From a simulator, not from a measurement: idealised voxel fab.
Presented below is a process module, voxel gate over fins.
Square cells of 5 nm make up the cross-section cut, whose width is 185 nm.
Cross-section spec: square-cell grid; bands listed top down; each band is one or more rows.
Quick guide to a band line: top height, bottom height (nm) up front; then every material left to right with its width in nm. Only one material and it's marked "all across"? Then it fills the band edge to edge. And "air" just means empty space.
A quick word on heights: they are counted from 0, and under that level the wafer as it came to us is one material throughout. The lowest band is different from the rest in having no bottom; it simply continues downward, written as in "0 and below".
It should be noted that a width expressed as "30..40" varies in equal increments from row to row of cells within the band, taking the value of the first number at the top row and that of the second number at the bottom row.
"everything unchanged" (step): cross-section cells unchanged, all of them.
Listed in "Sealed void list": every empty space of 8 or more cells without an open way to the top. Form: width x height at distance, the distance being from the left edge, all in nm.
Whatever follows a step's settings on its line is a remark the simulator itself makes about that step.
"overlay nm", when on a step's line for a step with a mask, measures how far to the right of its planned place the mask lay; a negative measure means to the left.

-- The following list gives the planned process steps
1 RECEIVE [material Si]
2 CONFORMAL_DEP [material SiN] [thk nm 10]
3 PATTERN [tone cover] [mask id FINS] [material resist] [width nm 15] [pitch nm 40] [thk nm 20] [overlay nm 0]
4 DIRECTIONAL_ETCH [etch materials SiN] [depth nm 10]
5 DIRECTIONAL_ETCH [etch materials Si] [depth nm 35]
6 STRIP [etch materials resist]
7 FILL_DEP [material SiO2] [thk nm 5]
8 CMP [height nm 10]
9 SELECTIVE_ETCH [etch materials SiO2] [depth nm 25]
10 STRIP [etch materials SiN]
11 CONFORMAL_DEP [material HfO2] [thk nm 5]
12 CONFORMAL_DEP [material TiN] [thk nm 5]
13 CONFORMAL_DEP [material TiAl] [thk nm 5]
14 CONFORMAL_DEP [material TiN] [thk nm 5]
15 FILL_DEP [material W] [thk nm 15]
16 CMP [height nm 30]
17 CONFORMAL_DEP [material SiCN] [thk nm 5]

-- Shown in cross-section is the wafer as received, that is, as it stands after step 1
  0 and below = Si all across
  Sealed void list: none

-- Figure: cross-sectional view of the wafer upon completion of the module, processed from the initial state and according to the plan depicted above, with one error introduced during execution
  35 down to 30 = SiCN all across
  30 down to 15 = W all across
  15 down to 10 = W: 30 | TiN: 125 | W: 30
  10 down to 5 = W: 30 | TiN: 5 | TiAl: 35 | TiN: 5 | TiAl: 35 | TiN: 5 | TiAl: 35 | TiN: 5 | W: 30
  5 down to 0 = W: 30 | TiN: 5 | TiAl: 5 | HfO2: 25 | TiAl: 5 | TiN: 5 | TiAl: 5 | HfO2: 25 | TiAl: 5 | TiN: 5 | TiAl: 5 | HfO2: 25 | TiAl: 5 | TiN: 5 | W: 30
  0 down to -5 = TiN: 35 | TiAl: 5 | HfO2: 5 | Si: 15 | HfO2: 5 | TiAl: 5 | TiN: 5 | TiAl: 5 | HfO2: 5 | Si: 15 | HfO2: 5 | TiAl: 5 | TiN: 5 | TiAl: 5 | HfO2: 5 | Si: 15 | HfO2: 5 | TiAl: 5 | TiN: 35
  -5 down to -10 = TiAl: 40 | HfO2: 5 | Si: 15 | HfO2: 5 | TiAl: 15 | HfO2: 5 | Si: 15 | HfO2: 5 | TiAl: 15 | HfO2: 5 | Si: 15 | HfO2: 5 | TiAl: 40
  -10 down to -15 = HfO2: 45 | Si: 15 | HfO2: 25 | Si: 15 | HfO2: 25 | Si: 15 | HfO2: 45
  -15 down to -35 = SiO2: 45 | Si: 15 | SiO2: 25 | Si: 15 | SiO2: 25 | Si: 15 | SiO2: 45
  -35 and below = Si all across
  Sealed void list: none
The mistake made against the process plan was this: it should be noted that step 12 of the plan was omitted and was not performed
